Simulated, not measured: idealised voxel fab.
Process module name: voxel spacer lines
The cross-section shown here is cut; it is 180 nm wide and divided into square cells measuring 5 nm on a side.
For the purposes of this document, a cross-section shall be understood as a grid of square cells, specified as bands listed in top-to-bottom order, each band consisting of one or more rows of cells.
In this notation a band is specified by the heights of its top and bottom, in that order and in nm, after which its materials appear from left to right, each paired with its width in nm. The word "throughout" attached to a single material means that material fills the band from edge to edge; the word "air" stands for empty space.
Below 0: as-received wafer, all one material; heights counted from there. Lowest band: no bottom, goes on down, written "0..down".
When a width is written as two numbers, as in "30->40", the first number is the width in the top row of cells of the band and the second is the width in its bottom row, and the width changes by the same amount from each row to the next.
Take "nothing altered" at face value: in the step it is given for, the cross-section changed in none of its cells.
This entry, "Closed internal cavities", enumerates those empty regions of no fewer than 8 cells that possess no open connection to the top. Each region is reported in the form width x height at distance, the distance being taken from the left edge, with all three quantities expressed in nm.
On each step's line, the part that comes after the settings is the simulator's own comment on the step.
overlay nm: where the mask lay relative to plan, measured to the right, on steps with a mask; negatives go left.
**This section lists the process steps that were planned**
1: RECEIVE, material Si
2: CONFORMAL_DEP, material Al2O3, thk nm 5
3: DIRECTIONAL_DEP, material polySi, thk nm 15
4: DIRECTIONAL_DEP, material aC, thk nm 20
5: PATTERN, tone cover, mask id MANDREL, material resist, width nm 20, pitch nm 60, thk nm 25, overlay nm 0
6: DIRECTIONAL_ETCH, etch materials aC, depth nm 20
7: STRIP, etch materials resist
8: CONFORMAL_DEP, material SiO2, thk nm 10
9: DIRECTIONAL_ETCH, etch materials SiO2, depth nm 10
10: STRIP, etch materials aC
11: DIRECTIONAL_ETCH, etch materials polySi, depth nm 15
12: STRIP, etch materials SiO2
**Delivered wafer in cross-section: state after step 1**
0..down  Si throughout
Closed internal cavities: none
**Here's the wafer cut in cross-section after the module, started and planned just like above, except one thing was done wrong in the run**
20..15  Al2O3 throughout
15..0  polySi throughout
0..down  Si throughout
Closed internal cavities: none
Which mistake was made when the wafer was run? it was found that steps 2 and 3 of the process plan had been performed in exchanged positions
